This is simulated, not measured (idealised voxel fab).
process module | voxel spacer lines
cross-section cut | 240 nm wide | cells 5 nm
A cross-section is a grid of square cells, given in bands from the top down. A band is one or more rows of cells.
Each band's line starts with the height of the band's top and of its bottom, in nm. Then come its materials from left to right, each with its width in nm. One material with "throughout" fills the band from edge to edge. "air" is empty space.
Height 0 is the level under which the wafer as received is all one material. The lowest band goes on downwards, as in "0 down".
A width such as "30 to 40" changes by the same amount from each row of cells to the next, from the band's top row to its bottom row.
"no change" after a step means that no cell of the cross-section changed.
closed voids: empty space of 8 cells or more with no open way to the top, each as width x height at its distance from the left edge, in nm
after a step's settings: what the simulator itself notes on the step
overlay nm, on a step with a mask: how far to the right of its planned place the mask lay; to the left if negative
plan
1 op RECEIVE | material Si
2 op CONFORMAL_DEP | material Al2O3 | thk nm 5
3 op DIRECTIONAL_DEP | material SiN | thk nm 15
4 op DIRECTIONAL_DEP | material aC | thk nm 30
5 op PATTERN | tone cover | mask id MANDREL | material resist | width nm 15 | pitch nm 60 | thk nm 40 | overlay nm 0
6 op DIRECTIONAL_ETCH | etch materials aC | depth nm 30
7 op STRIP | etch materials resist
8 op CONFORMAL_DEP | material SiO2 | thk nm 15
9 op DIRECTIONAL_ETCH | etch materials SiO2 | depth nm 15
10 op STRIP | etch materials aC
11 op DIRECTIONAL_ETCH | etch materials SiN | depth nm 15
12 op STRIP | etch materials SiO2
as received, after step 1
  0 down: Si throughout
  closed voids: none
a wafer at the end: this start, this plan, one mistake
  25 to 10: air 35 | SiN 15 | air 15 | SiN 15 | air 15 | SiN 15 | air 15 | SiN 15 | air 15 | SiN 15 | air 15 | SiN 15 | air 40
  10 to 5: SiN throughout
  5 to 0: Al2O3 throughout
  0 down: Si throughout
  closed voids: none
what went wrong: step 3 ran as: op DIRECTIONAL_DEP | material SiN | thk nm 20
